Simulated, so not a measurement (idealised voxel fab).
A process module follows: voxel released beams.
Section shown: cut. Width: 285 nm. Cell size: 5 nm, square.
Cross-sections here: square-cell grids, written as top-down lists of bands, a band being one or more rows of cells.
Each band's line starts with the height of the band's top and of its bottom, in nm. Then come its materials from left to right, each with its width in nm. One material with "everywhere" fills the band from edge to edge. "blank" is empty space.
Heights are reckoned from 0. Under this level, the received wafer is all of one material. The bottommost band is open-ended downward, for example "from 0 down".
Per-row width for "30->40": begins at first number (top row of band), ends at second number (bottom row), increment between rows held constant.
It should be understood that the words "stayed the same", when stated for a given step, signify that the cross-section underwent no change in any of its cells during that step.
"Sealed void inventory" contains a list of empty spaces, each no smaller than 8 cells and without an open way to the top, written in the form width x height at distance with the distance from the left edge and all three in nm.
If you see something after the settings on a step's line, that's the simulator's own remark about that step.
overlay nm: mask right of planned place by this much (step with mask). Neg. = left.

## Process steps (planned)
1: RECEIVE (material Si)
2: CONFORMAL_DEP (material SiN; thk nm 5)
3: DIRECTIONAL_DEP (material SiO2; thk nm 20)
4: MASKED_ETCH (tone open; mask id ANCHOR; width nm 45; etch materials SiO2; depth nm 20; overlay nm 0)
5: CONFORMAL_DEP (material polySi; thk nm 15)
6: DIRECTIONAL_DEP (material aC; thk nm 10)
7: PATTERN (tone cover; mask id BEAM; material resist; width nm 95; thk nm 30; overlay nm 0)
8: DIRECTIONAL_ETCH (etch materials aC; depth nm 10)
9: STRIP (etch materials resist)
10: DIRECTIONAL_ETCH (etch materials polySi; depth nm 15)
11: STRIP (etch materials aC)
12: STRIP (etch materials SiO2)

## Cross-section of the wafer upon arrival, representing the state reached after step 1
- from 0 down | Si everywhere
- Sealed void inventory: none

## First of two wafers, end-of-module section, run followed plan
- from 40 to 25 | 90 blank, then 20 polySi, then 15 blank, then 60 polySi, then 100 blank
- from 25 to 20 | 95 blank, then 15 polySi, then 15 blank, then 15 polySi, then 145 blank
- from 20 to 5 | 95 blank, then 45 polySi, then 145 blank
- from 5 to 0 | SiN everywhere
- from 0 down | Si everywhere
- Sealed void inventory: none

## Cross-section at end of module for the second wafer of two, which matched the first in starting point and plan and differed by one mistake in its processing
- from 40 to 25 | 90 blank, then 65 polySi, then 130 blank
- from 25 to 20 | 80 blank, then 15 polySi, then 45 SiO2, then 15 polySi, then 130 blank
- from 20 to 5 | 80 blank, then 15 polySi, then 45 SiO2, then 45 polySi, then 100 blank
- from 5 to 0 | SiN everywhere
- from 0 down | Si everywhere
- Sealed void inventory: none
Finding, execution versus plan: step 4 was processed under conditions differing from the plan, specifically as MASKED_ETCH (tone cover; mask id ANCHOR; width nm 45; etch materials SiO2; depth nm 20; overlay nm 0)
The second wafer ends with more or fewer cells of some materials than the first, per final count: +36 SiO2
